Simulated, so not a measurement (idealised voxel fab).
Documented hereafter: the process module known as voxel transistor to metal.
Section cut is 280 nm wide and gridded with 5 nm square cells.
Cross-section layout: square cells on a grid; listed as bands, top to bottom; a band spans one or more cell rows.
The entry gives the band's vertical extent as a top height and a bottom height in nm, then its horizontal make-up as materials from left to right, each with a width in nm. "air" stands for empty space; a single material marked "edge to edge" fills the band edge to edge.
For the purposes of this specification, 0 denotes the height below which the wafer in its as-received condition is composed wholly of one material, and the lowermost band, lacking a lower limit, extends downward without end, as expressed in "0..down".
So if you see something like "30 to 40" for the width, read it as the top row of the band sitting at the first number and the bottom row at the second, with every row in between moving by the same amount as the last.
The cross-section has no changed cell in any step marked "nothing altered".
If an empty space has no open way to the top and is at least 8 cells in size, "Closed void list" lists it, written width x height at distance, where distance is measured from the left edge and every value is in nm.
That trailing text on a step's line, after the settings, is the simulator's own remark on the step.
Regarding "overlay nm": on a step with a mask, it is the distance the mask lay to the right of its planned place; a negative value places it to the left.

### Steps planned for the process
1. RECEIVE, material Si
2. OXIDIZE, depth nm 5
3. CONFORMAL_DEP, material SiN, thk nm 10
4. MASKED_ETCH, tone cover, mask id ACTIVE, width nm 105, pitch nm 125, etch materials SiN, depth nm 10, overlay nm 0
5. MASKED_ETCH, tone cover, mask id ACTIVE, width nm 105, pitch nm 125, etch materials SiO2, depth nm 5, overlay nm 0
6. MASKED_ETCH, tone cover, mask id ACTIVE, width nm 105, pitch nm 125, etch materials Si, depth nm 35, overlay nm 0
7. FILL_DEP, material SiO2, thk nm 5
8. CMP, height nm 10
9. SELECTIVE_ETCH, etch materials SiO2, depth nm 10
10. STRIP, etch materials SiN
11. SELECTIVE_ETCH, etch materials SiO2, depth nm 5
12. OXIDIZE, depth nm 5
13. DIRECTIONAL_DEP, material polySi, thk nm 20
14. DIRECTIONAL_DEP, material SiCN, thk nm 15
15. PATTERN, tone cover, mask id GATE, material resist, width nm 25, pitch nm 125, thk nm 15, overlay nm 0
16. DIRECTIONAL_ETCH, etch materials SiCN, depth nm 25
17. DIRECTIONAL_ETCH, etch materials polySi, depth nm 30
18. STRIP, etch materials resist
19. CONFORMAL_DEP, material SiO2, thk nm 5
20. DIRECTIONAL_ETCH, etch materials SiO2, depth nm 5
21. CONFORMAL_DEP, material SiN, thk nm 5
22. DIRECTIONAL_ETCH, etch materials SiN, depth nm 5
23. DIRECTIONAL_ETCH, etch materials SiO2, depth nm 5
24. DIRECTIONAL_ETCH, etch materials Si, depth nm 10
25. EPI, material SiGe, thk nm 10
26. FILL_DEP, material SiO2, thk nm 5
27. CMP, height nm 30
28. DIRECTIONAL_DEP, material SiO2, thk nm 10
29. MASKED_ETCH, tone open, mask id CONTACT, width nm 20, etch materials SiO2, depth nm 50, overlay nm 0
30. CONFORMAL_DEP, material TiN, thk nm 5
31. FILL_DEP, material W, thk nm 5
32. CMP, height nm 40
33. CONFORMAL_DEP, material SiN, thk nm 5
34. DIRECTIONAL_DEP, material lowk, thk nm 15
35. PATTERN, tone open, mask id METAL_1, material resist, width nm 20, thk nm 15, overlay nm 0
36. DIRECTIONAL_ETCH, etch materials lowk, depth nm 15
37. DIRECTIONAL_ETCH, etch materials SiN, depth nm 5
38. STRIP, etch materials resist
39. CONFORMAL_DEP, material TiN, thk nm 5
40. FILL_DEP, material Cu, thk nm 5
41. CMP, height nm 60
42. CONFORMAL_DEP, material SiCN, thk nm 5
43. DIRECTIONAL_DEP, material SiO2, thk nm 30
44. MASKED_ETCH, tone open, mask id METAL_2_HOLES, width nm 15, pitch nm 125, etch materials SiO2, depth nm 30, overlay nm 0
45. MASKED_ETCH, tone open, mask id METAL_2, width nm 20, pitch nm 125, etch materials SiO2, depth nm 15, overlay nm 0
46. MASKED_ETCH, tone open, mask id METAL_2, width nm 20, pitch nm 125, etch materials SiCN, depth nm 5, overlay nm 0
47. CONFORMAL_DEP, material TiN, thk nm 5
48. FILL_DEP, material Cu, thk nm 5
49. CMP, height nm 95
50. CONFORMAL_DEP, material SiCN, thk nm 5

### As received (post step 1): cross-section
> 0..down  Si edge to edge
> Closed void list: none

### Below is the wafer in cross-section after the module was completed. It began from the starting point shown above and followed the plan shown above, except that one mistake was made while running it
> 100..95  SiCN edge to edge
> 95..85  30 SiO2 | 5 TiN | 10 Cu | 5 TiN | 105 SiO2 | 5 TiN | 10 Cu | 5 TiN | 105 SiO2
> 85..80  30 SiO2 | 5 TiN | 5 Cu | 10 TiN | 105 SiO2 | 5 TiN | 5 Cu | 10 TiN | 105 SiO2
> 80..65  30 SiO2 | 5 TiN | 5 Cu | 5 TiN | 110 SiO2 | 5 TiN | 5 Cu | 5 TiN | 110 SiO2
> 65..60  30 SiCN | 15 TiN | 110 SiCN | 15 TiN | 110 SiCN
> 60..45  30 lowk | 5 TiN | 10 Cu | 5 TiN | 55 lowk | 5 TiN | 10 Cu | 5 TiN | 30 lowk | 5 TiN | 10 Cu | 5 TiN | 55 lowk | 5 TiN | 10 Cu | 5 TiN | 30 lowk
> 45..40  30 SiN | 20 TiN | 55 SiN | 20 TiN | 30 SiN | 20 TiN | 55 SiN | 20 TiN | 30 SiN
> 40..30  30 SiO2 | 5 TiN | 10 W | 5 TiN | 55 SiO2 | 5 TiN | 10 W | 5 TiN | 30 SiO2 | 5 TiN | 10 W | 5 TiN | 55 SiO2 | 5 TiN | 10 W | 5 TiN | 30 SiO2
> 30..25  30 SiO2 | 5 TiN | 10 W | 5 TiN | 5 SiO2 | 5 SiN | 5 SiO2 | 25 SiCN | 5 SiO2 | 5 SiN | 5 SiO2 | 5 TiN | 10 W | 5 TiN | 30 SiO2 | 5 TiN | 10 W | 5 TiN | 5 SiO2 | 5 SiN | 5 SiO2 | 25 SiCN | 5 SiO2 | 5 SiN | 5 SiO2 | 5 TiN | 10 W | 5 TiN | 30 SiO2
> 25..20  30 SiO2 | 20 TiN | 5 SiO2 | 5 SiN | 5 SiO2 | 25 SiCN | 5 SiO2 | 5 SiN | 5 SiO2 | 20 TiN | 30 SiO2 | 20 TiN | 5 SiO2 | 5 SiN | 5 SiO2 | 25 SiCN | 5 SiO2 | 5 SiN | 5 SiO2 | 20 TiN | 30 SiO2
> 20..15  SiCN edge to edge
> 15..-5  polySi edge to edge
> -5..-10  SiO2 edge to edge
> -10..-40  25 SiO2 | 105 Si | 20 SiO2 | 105 Si | 25 SiO2
> -40..down  Si edge to edge
> Closed void list: none
Where did the run depart from the plan? yeah, plan step 14 got run twice
